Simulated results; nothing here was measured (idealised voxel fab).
Herein follows the process module entitled voxel wiring stack.
Section cut is 215 nm wide and gridded with 5 nm square cells.
When this document writes out a cross-section, it uses a grid of square cells and lists it as bands, beginning at the top and moving down, with a band standing for one or more rows of cells.
Heights first: top, then bottom, in nm. Then materials, left to right, each with a width in nm. "full width" on a single material: fills the band edge to edge. "empty": empty space.
Below 0: as-received wafer, all one material; heights counted from there. Lowest band: no bottom, goes on down, written "z 0 and below".
When a width is written as two numbers, as in "30 to 40", the first number is the width in the top row of cells of the band and the second is the width in its bottom row, and the width changes by the same amount from each row to the next.
"all unchanged" (step): cross-section cells unchanged, all of them.
Empty spaces without an open route to the top, at least 8 cells in extent, make up the entry "Fully closed voids"; each is given as width x height at distance, where the distance is measured from the left edge, and all are in nm.
If you see something after the settings on a step's line, that's the simulator's own remark about that step.
On any step carrying a mask, the "overlay nm" setting, if present on the step's line, tells how far right of its planned place the mask lay; negative values point to the left.

# The planned process steps are enumerated hereunder
step 1: RECEIVE: material Si
step 2: CONFORMAL_DEP: material SiO2, thk nm 15
step 3: DIRECTIONAL_DEP: material TiN, thk nm 5
step 4: DIRECTIONAL_DEP: material W, thk nm 25
step 5: PATTERN: tone cover, mask id METAL_1, material resist, width nm 25, pitch nm 40, thk nm 15, overlay nm 0
step 6: DIRECTIONAL_ETCH: etch materials W, depth nm 25
step 7: DIRECTIONAL_ETCH: etch materials TiN, depth nm 5
step 8: STRIP: etch materials resist
step 9: FILL_DEP: material lowk, thk nm 10
step 10: CMP: height nm 45
step 11: CONFORMAL_DEP: material SiCN, thk nm 5
step 12: DIRECTIONAL_DEP: material SiO2, thk nm 30
step 13: DIRECTIONAL_DEP: material aC, thk nm 10
step 14: PATTERN: tone open, mask id METAL_2, material resist, width nm 25, pitch nm 40, thk nm 25, overlay nm 0
step 15: DIRECTIONAL_ETCH: etch materials aC, depth nm 10
step 16: STRIP: etch materials resist
step 17: DIRECTIONAL_ETCH: etch materials SiO2, depth nm 15
step 18: STRIP: etch materials aC
step 19: MASKED_ETCH: tone open, mask id METAL_2_HOLES, width nm 15, pitch nm 40, etch materials SiO2, depth nm 15, overlay nm 0
step 20: MASKED_ETCH: tone open, mask id METAL_2_HOLES, width nm 15, pitch nm 40, etch materials SiCN, depth nm 5, overlay nm 0
step 21: CONFORMAL_DEP: material TiN, thk nm 5
step 22: FILL_DEP: material Cu, thk nm 10
step 23: CMP: height nm 80
step 24: CONFORMAL_DEP: material SiN, thk nm 5

# Cross-section, incoming material, after step 1
- z 0 and below  Si full width
- Fully closed voids: none

# Final cross-section, module run with one mistake (start and plan as above)
- z 85 to 80  SiN full width
- z 80 to 70  45 Cu, 5 TiN, 10 SiO2, 5 TiN, 20 Cu, 5 TiN, 10 SiO2, 5 TiN, 20 Cu, 5 TiN, 10 SiO2, 5 TiN, 20 Cu, 5 TiN, 10 SiO2, 5 TiN, 30 Cu
- z 70 to 65  50 TiN, 10 SiO2, 30 TiN, 10 SiO2, 30 TiN, 10 SiO2, 30 TiN, 10 SiO2, 35 TiN
- z 65 to 50  SiO2 full width
- z 50 to 45  SiCN full width
- z 45 to 20  35 lowk, 25 W, 15 lowk, 25 W, 15 lowk, 25 W, 15 lowk, 25 W, 35 lowk
- z 20 to 15  35 lowk, 25 TiN, 15 lowk, 25 TiN, 15 lowk, 25 TiN, 15 lowk, 25 TiN, 35 lowk
- z 15 to 0  SiO2 full width
- z 0 and below  Si full width
- Fully closed voids: none
Plan not followed: step 14 was processed under conditions differing from the plan, specifically as PATTERN: tone cover, mask id METAL_2, material resist, width nm 25, pitch nm 40, thk nm 25, overlay nm 0
